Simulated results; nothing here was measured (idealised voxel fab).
Proc. module: voxel transistor to metal
Each square cell in cross-section cut measures 5 nm, and the section as a whole is 195 nm wide.
Cross-sections here: square-cell grids, written as top-down lists of bands, a band being one or more rows of cells. A band entry consists of two parts. The first gives the height of the band's top and the height of its bottom, in nm. The rest lists the band's materials from left to right, each with its width in nm. A single material labelled with the word "full width" fills the band from edge to edge, and the word "air" marks empty space. The reference from which all heights are counted is 0, the level beneath which the as-received wafer is entirely one material; the lowest band, having no lower bound, proceeds downward and is written after the example "0 down". Graded width ("30..40"): value in top row of band = first number; value in bottom row = second number; row-to-row change constant. Step marked "remained the same"? Then no cell in the cross-section changed in it. The label "Encapsulated voids" introduces a list of the empty spaces, 8 cells or larger, that have no open way up to the top; each entry in it reads width x height at distance, where the distance is taken from the left edge and all three are stated in nm. Step line, after settings: the simulator's comment on this step. overlay nm: mask offset rightward from planned place, masked step; negative means leftward offset.
Steps planned for the process:
1) RECEIVE: material Si
2) OXIDIZE: depth nm 5
3) CONFORMAL_DEP: material SiN, thk nm 10
4) DIRECTIONAL_DEP: material aC, thk nm 10
5) PATTERN: tone cover, mask id ACTIVE, material resist, width nm 105, thk nm 25, overlay nm 0
6) DIRECTIONAL_ETCH: etch materials aC, depth nm 10
7) STRIP: etch materials resist
8) DIRECTIONAL_ETCH: etch materials SiN, depth nm 10
9) DIRECTIONAL_ETCH: etch materials SiO2, depth nm 5
10) DIRECTIONAL_ETCH: etch materials Si, depth nm 35
11) STRIP: etch materials aC
12) OXIDIZE: depth nm 5
13) FILL_DEP: material SiO2, thk nm 15
14) CMP: height nm 10
15) SELECTIVE_ETCH: etch materials SiO2, depth nm 10
16) STRIP: etch materials SiN
17) SELECTIVE_ETCH: etch materials SiO2, depth nm 5
18) OXIDIZE: depth nm 5
19) DIRECTIONAL_DEP: material polySi, thk nm 30
20) DIRECTIONAL_DEP: material SiCN, thk nm 10
21) DIRECTIONAL_DEP: material aC, thk nm 15
22) PATTERN: tone cover, mask id GATE, material resist, width nm 35, thk nm 35, overlay nm 0
23) DIRECTIONAL_ETCH: etch materials aC, depth nm 15
24) STRIP: etch materials resist
25) DIRECTIONAL_ETCH: etch materials SiCN, depth nm 20
26) DIRECTIONAL_ETCH: etch materials polySi, depth nm 40
27) STRIP: etch materials aC
28) CONFORMAL_DEP: material SiO2, thk nm 5
29) DIRECTIONAL_ETCH: etch materials SiO2, depth nm 5
30) CONFORMAL_DEP: material SiN, thk nm 5
31) DIRECTIONAL_ETCH: etch materials SiN, depth nm 5
32) DIRECTIONAL_ETCH: etch materials SiO2, depth nm 5
33) DIRECTIONAL_ETCH: etch materials Si, depth nm 5
34) EPI: material nSi, thk nm 10
35) FILL_DEP: material SiO2, thk nm 10
36) CMP: height nm 25
37) STRIP: etch materials polySi
38) SELECTIVE_ETCH: etch materials SiO2, depth nm 5
39) CONFORMAL_DEP: material HfO2, thk nm 5
40) CONFORMAL_DEP: material TiN, thk nm 5
41) FILL_DEP: material W, thk nm 5
42) CMP: height nm 20
43) DIRECTIONAL_DEP: material SiO2, thk nm 10
44) PATTERN: tone open, mask id CONTACT, material resist, width nm 15, pitch nm 80, thk nm 15, overlay nm 0
45) DIRECTIONAL_ETCH: etch materials SiO2, depth nm 35
46) STRIP: etch materials resist
47) CONFORMAL_DEP: material TiN, thk nm 5
48) FILL_DEP: material W, thk nm 10
49) CMP: height nm 30
50) DIRECTIONAL_DEP: material TiN, thk nm 5
51) DIRECTIONAL_DEP: material Ru, thk nm 20
52) PATTERN: tone cover, mask id METAL_1, material resist, width nm 15, pitch nm 80, thk nm 15, overlay nm 0
53) DIRECTIONAL_ETCH: etch materials Ru, depth nm 20
54) DIRECTIONAL_ETCH: etch materials TiN, depth nm 5
55) STRIP: etch materials resist
56) FILL_DEP: material lowk, thk nm 5
57) CMP: height nm 55
58) CONFORMAL_DEP: material SiCN, thk nm 5
59) DIRECTIONAL_DEP: material SiO2, thk nm 35
60) PATTERN: tone open, mask id METAL_2, material resist, width nm 15, pitch nm 80, thk nm 15, overlay nm 0
61) DIRECTIONAL_ETCH: etch materials SiO2, depth nm 20
62) STRIP: etch materials resist
63) PATTERN: tone open, mask id METAL_2_HOLES, material resist, width nm 15, pitch nm 80, thk nm 15, overlay nm 0
64) DIRECTIONAL_ETCH: etch materials SiO2, depth nm 15
65) DIRECTIONAL_ETCH: etch materials SiCN, depth nm 5
66) STRIP: etch materials resist
67) CONFORMAL_DEP: material TiN, thk nm 5
68) FILL_DEP: material Cu, thk nm 10
69) CMP: height nm 95
70) CONFORMAL_DEP: material SiCN, thk nm 5
As-received state of the wafer in cross-section, equivalent to post-step 1:
0 down | Si full width
Encapsulated voids: none
Cross-section taken at module completion on the first of two wafers; processed per the plan:
100 to 95 | SiCN full width
95 to 60 | 50 of SiO2 | 5 of TiN | 5 of Cu | 5 of TiN | 65 of SiO2 | 5 of TiN | 5 of Cu | 5 of TiN | 50 of SiO2
60 to 55 | 50 of SiCN | 15 of TiN | 65 of SiCN | 15 of TiN | 50 of SiCN
55 to 35 | 50 of lowk | 15 of Ru | 65 of lowk | 15 of Ru | 50 of lowk
35 to 30 | 50 of lowk | 15 of TiN | 65 of lowk | 15 of TiN | 50 of lowk
30 to 20 | 50 of SiO2 | 5 of TiN | 5 of W | 5 of TiN | 65 of SiO2 | 5 of TiN | 5 of W | 5 of TiN | 50 of SiO2
20 to 5 | 50 of SiO2 | 5 of TiN | 5 of W | 5 of TiN | 5 of SiO2 | 5 of SiN | 5 of HfO2 | 5 of TiN | 25 of W | 5 of TiN | 5 of HfO2 | 5 of SiN | 5 of SiO2 | 5 of TiN | 5 of W | 5 of TiN | 50 of SiO2
5 to 0 | 50 of SiO2 | 15 of TiN | 5 of SiO2 | 5 of SiN | 5 of HfO2 | 5 of TiN | 25 of W | 5 of TiN | 5 of HfO2 | 5 of SiN | 5 of SiO2 | 15 of TiN | 50 of SiO2
0 to -5 | 50 of SiO2 | 10 of TiN | 10 of nSi | 5 of SiN | 5 of HfO2 | 35 of TiN | 5 of HfO2 | 5 of SiN | 10 of nSi | 10 of TiN | 50 of SiO2
-5 to -10 | 45 of SiO2 | 25 of nSi | 5 of SiO2 | 45 of HfO2 | 5 of SiO2 | 25 of nSi | 45 of SiO2
-10 to -15 | 50 of SiO2 | 20 of nSi | 55 of Si | 20 of nSi | 50 of SiO2
-15 to -45 | 50 of SiO2 | 95 of Si | 50 of SiO2
-45 down | Si full width
Encapsulated voids: none
Second of two wafers, module complete, sectioned: it shares the first wafer's start and plan but was run with one mistake:
100 to 95 | SiCN full width
95 to 60 | 50 of SiO2 | 5 of TiN | 5 of Cu | 5 of TiN | 65 of SiO2 | 5 of TiN | 5 of Cu | 5 of TiN | 50 of SiO2
60 to 55 | 50 of SiCN | 15 of TiN | 65 of SiCN | 15 of TiN | 50 of SiCN
55 to 45 | 50 of lowk | 15 of Ru | 65 of lowk | 15 of Ru | 50 of lowk
45 to 40 | 50 of lowk | 15 of TiN | 65 of lowk | 15 of TiN | 50 of lowk
40 to 30 | TiN full width
30 to 20 | 50 of SiO2 | 5 of TiN | 5 of W | 5 of TiN | 65 of SiO2 | 5 of TiN | 5 of W | 5 of TiN | 50 of SiO2
20 to 5 | 50 of SiO2 | 5 of TiN | 5 of W | 5 of TiN | 5 of SiO2 | 5 of SiN | 5 of HfO2 | 5 of TiN | 25 of W | 5 of TiN | 5 of HfO2 | 5 of SiN | 5 of SiO2 | 5 of TiN | 5 of W | 5 of TiN | 50 of SiO2
5 to 0 | 50 of SiO2 | 15 of TiN | 5 of SiO2 | 5 of SiN | 5 of HfO2 | 5 of TiN | 25 of W | 5 of TiN | 5 of HfO2 | 5 of SiN | 5 of SiO2 | 15 of TiN | 50 of SiO2
0 to -5 | 50 of SiO2 | 10 of TiN | 10 of nSi | 5 of SiN | 5 of HfO2 | 35 of TiN | 5 of HfO2 | 5 of SiN | 10 of nSi | 10 of TiN | 50 of SiO2
-5 to -10 | 45 of SiO2 | 25 of nSi | 5 of SiO2 | 45 of HfO2 | 5 of SiO2 | 25 of nSi | 45 of SiO2
-10 to -15 | 50 of SiO2 | 20 of nSi | 55 of Si | 20 of nSi | 50 of SiO2
-15 to -45 | 50 of SiO2 | 95 of Si | 50 of SiO2
-45 down | Si full width
Encapsulated voids: none
Deviation noted in wafer processing: in deviation from the planned setting, step 50 was conducted as DIRECTIONAL_DEP: material TiN, thk nm 15
Final comparison by cell count, materials where the second wafer has more or fewer than the first: -12 Ru | +78 TiN | -66 lowk
